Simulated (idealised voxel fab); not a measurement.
process module | voxel transistor to metal
cross-section cut | 165 nm wide | cells 5 nm
A cross-section is a grid of square cells, given in bands from the top down. A band is one or more rows of cells.
Each band's line starts with the height of the band's top and of its bottom, in nm. Then come its materials from left to right, each with its width in nm. One material with "throughout" fills the band from edge to edge. "air" is empty space.
Height 0 is the level under which the wafer as received is all one material. The lowest band goes on downwards, as in "0 down".
A width such as "30 to 40" changes by the same amount from each row of cells to the next, from the band's top row to its bottom row.
"no change" after a step means that no cell of the cross-section changed.
closed voids: empty space of 8 cells or more with no open way to the top, each as width x height at its distance from the left edge, in nm
after a step's settings: what the simulator itself notes on the step
overlay nm, on a step with a mask: how far to the right of its planned place the mask lay; to the left if negative
plan
1 op RECEIVE | material Si
2 op CONFORMAL_DEP | material SiO2 | thk nm 5
3 op CONFORMAL_DEP | material SiN | thk nm 10
4 op PATTERN | tone cover | mask id ACTIVE | material resist | width nm 115 | thk nm 20 | overlay nm 0
5 op DIRECTIONAL_ETCH | etch materials SiN | depth nm 10
6 op DIRECTIONAL_ETCH | etch materials SiO2 | depth nm 5
7 op DIRECTIONAL_ETCH | etch materials Si | depth nm 25
8 op STRIP | etch materials resist
9 op FILL_DEP | material SiO2 | thk nm 10
10 op CMP | height nm 15
11 op SELECTIVE_ETCH | etch materials SiO2 | depth nm 10
12 op STRIP | etch materials SiN
13 op SELECTIVE_ETCH | etch materials SiO2 | depth nm 5
14 op OXIDIZE | depth nm 5
15 op DIRECTIONAL_DEP | material polySi | thk nm 25
16 op DIRECTIONAL_DEP | material SiCN | thk nm 15
17 op MASKED_ETCH | tone cover | mask id GATE | width nm 25 | etch materials SiCN | depth nm 25 | overlay nm 0
18 op MASKED_ETCH | tone cover | mask id GATE | width nm 25 | etch materials polySi | depth nm 35 | overlay nm 0
19 op CONFORMAL_DEP | material SiN | thk nm 10
20 op DIRECTIONAL_ETCH | etch materials SiN | depth nm 10
21 op DIRECTIONAL_ETCH | etch materials SiO2 | depth nm 5
22 op DIRECTIONAL_ETCH | etch materials Si | depth nm 15
23 op EPI | material nSi | thk nm 20
24 op FILL_DEP | material SiO2 | thk nm 5
25 op CMP | height nm 25
26 op STRIP | etch materials polySi
27 op SELECTIVE_ETCH | etch materials SiO2 | depth nm 5
28 op CONFORMAL_DEP | material HfO2 | thk nm 5
29 op CONFORMAL_DEP | material TiN | thk nm 5
30 op FILL_DEP | material W | thk nm 5
31 op CMP | height nm 20
32 op DIRECTIONAL_DEP | material SiO2 | thk nm 10
33 op PATTERN | tone open | mask id CONTACT | material resist | width nm 20 | pitch nm 75 | thk nm 20 | overlay nm 0
34 op DIRECTIONAL_ETCH | etch materials SiO2 | depth nm 30
35 op STRIP | etch materials resist
36 op CONFORMAL_DEP | material TiN | thk nm 5
37 op FILL_DEP | material W | thk nm 5
38 op CMP | height nm 30
39 op CONFORMAL_DEP | material SiCN | thk nm 5
40 op DIRECTIONAL_DEP | material lowk | thk nm 20
41 op DIRECTIONAL_DEP | material aC | thk nm 15
42 op PATTERN | tone open | mask id METAL_1 | material resist | width nm 20 | pitch nm 75 | thk nm 30 | overlay nm 0
43 op DIRECTIONAL_ETCH | etch materials aC | depth nm 15
44 op STRIP | etch materials resist
45 op DIRECTIONAL_ETCH | etch materials lowk | depth nm 20
46 op DIRECTIONAL_ETCH | etch materials SiCN | depth nm 5
47 op STRIP | etch materials aC
48 op CONFORMAL_DEP | material TiN | thk nm 5
49 op FILL_DEP | material Cu | thk nm 5
50 op CMP | height nm 55
51 op EPI | material Ru | thk nm 5
52 op FILL_DEP | material SiCN | thk nm 5
53 op DIRECTIONAL_DEP | material lowk | thk nm 30
54 op MASKED_ETCH | tone open | mask id METAL_2 | width nm 20 | pitch nm 75 | etch materials lowk | depth nm 15 | overlay nm 0
55 op MASKED_ETCH | tone open | mask id METAL_2_HOLES | width nm 15 | pitch nm 75 | etch materials lowk | depth nm 15 | overlay nm 0
56 op MASKED_ETCH | tone open | mask id METAL_2_HOLES | width nm 15 | pitch nm 75 | etch materials SiCN | depth nm 5 | overlay nm 0
57 op CONFORMAL_DEP | material TiN | thk nm 5
58 op FILL_DEP | material Cu | thk nm 5
59 op CMP | height nm 95
60 op CONFORMAL_DEP | material SiCN | thk nm 5
as received, after step 1
  0 down: Si throughout
  closed voids: none
first wafer at the end, as planned
  100 to 95: SiCN throughout
  95 to 85: lowk 35 | TiN 5 | Cu 10 | TiN 5 | lowk 55 | TiN 5 | Cu 10 | TiN 5 | lowk 35
  85 to 80: lowk 35 | TiN 5 | Cu 5 | TiN 10 | lowk 55 | TiN 5 | Cu 5 | TiN 10 | lowk 35
  80 to 65: lowk 35 | TiN 5 | Cu 5 | TiN 5 | lowk 60 | TiN 5 | Cu 5 | TiN 5 | lowk 40
  65 to 60: SiCN 35 | TiN 15 | SiCN 60 | TiN 15 | SiCN 40
  60 to 55: SiCN 30 | Ru 30 | SiCN 45 | Ru 30 | SiCN 30
  55 to 35: lowk 35 | TiN 5 | Cu 10 | TiN 5 | lowk 55 | TiN 5 | Cu 10 | TiN 5 | lowk 35
  35 to 30: SiCN 35 | TiN 20 | SiCN 55 | TiN 20 | SiCN 35
  30 to 20: SiO2 35 | TiN 5 | W 10 | TiN 5 | SiO2 55 | TiN 5 | W 10 | TiN 5 | SiO2 35
  20 to 15: SiO2 35 | TiN 20 | SiO2 5 | SiN 10 | HfO2 5 | TiN 5 | W 5 | TiN 5 | HfO2 5 | SiN 10 | SiO2 5 | TiN 20 | SiO2 35
  15 to 5: SiO2 35 | TiN 5 | nSi 20 | SiN 10 | HfO2 5 | TiN 5 | W 5 | TiN 5 | HfO2 5 | SiN 10 | nSi 20 | TiN 5 | SiO2 35
  5 to 0: SiO2 35 | TiN 5 | nSi 20 | SiN 10 | HfO2 5 | TiN 15 | HfO2 5 | SiN 10 | nSi 20 | TiN 5 | SiO2 35
  0 to -5: SiO2 20 | nSi 40 | SiO2 5 | HfO2 35 | SiO2 5 | nSi 40 | SiO2 20
  -5 to -20: SiO2 25 | nSi 35 | Si 45 | nSi 35 | SiO2 25
  -20 to -25: SiO2 25 | Si 115 | SiO2 25
  -25 down: Si throughout
  closed voids: none
second wafer at the end: like start, like plan, one mistake
  100 to 95: SiCN throughout
  95 to 85: lowk 35 | TiN 5 | Cu 10 | TiN 5 | lowk 55 | TiN 5 | Cu 10 | TiN 5 | lowk 35
  85 to 80: lowk 35 | TiN 5 | Cu 5 | TiN 10 | lowk 55 | TiN 5 | Cu 5 | TiN 10 | lowk 35
  80 to 65: lowk 35 | TiN 5 | Cu 5 | TiN 5 | lowk 60 | TiN 5 | Cu 5 | TiN 5 | lowk 40
  65 to 60: SiCN 35 | TiN 15 | SiCN 60 | TiN 15 | SiCN 40
  60 to 55: SiCN 30 | Ru 30 | SiCN 45 | Ru 30 | SiCN 30
  55 to 35: lowk 35 | TiN 5 | Cu 10 | TiN 5 | lowk 55 | TiN 5 | Cu 10 | TiN 5 | lowk 35
  35 to 30: SiCN 35 | TiN 20 | SiCN 55 | TiN 20 | SiCN 35
  30 to 20: SiO2 35 | TiN 5 | polySi 10 | TiN 5 | SiO2 55 | TiN 5 | polySi 10 | TiN 5 | SiO2 35
  20 to 15: SiO2 35 | TiN 20 | SiO2 5 | SiN 10 | HfO2 5 | TiN 5 | W 5 | TiN 5 | HfO2 5 | SiN 10 | SiO2 5 | TiN 20 | SiO2 35
  15 to 5: SiO2 35 | TiN 5 | nSi 20 | SiN 10 | HfO2 5 | TiN 5 | W 5 | TiN 5 | HfO2 5 | SiN 10 | nSi 20 | TiN 5 | SiO2 35
  5 to 0: SiO2 35 | TiN 5 | nSi 20 | SiN 10 | HfO2 5 | TiN 15 | HfO2 5 | SiN 10 | nSi 20 | TiN 5 | SiO2 35
  0 to -5: SiO2 20 | nSi 40 | SiO2 5 | HfO2 35 | SiO2 5 | nSi 40 | SiO2 20
  -5 to -20: SiO2 25 | nSi 35 | Si 45 | nSi 35 | SiO2 25
  -20 to -25: SiO2 25 | Si 115 | SiO2 25
  -25 down: Si throughout
  closed voids: none
what went wrong: step 37 ran as: op FILL_DEP | material polySi | thk nm 5
at the end the second wafer has, in cells: 8 fewer of W | 8 more of polySi
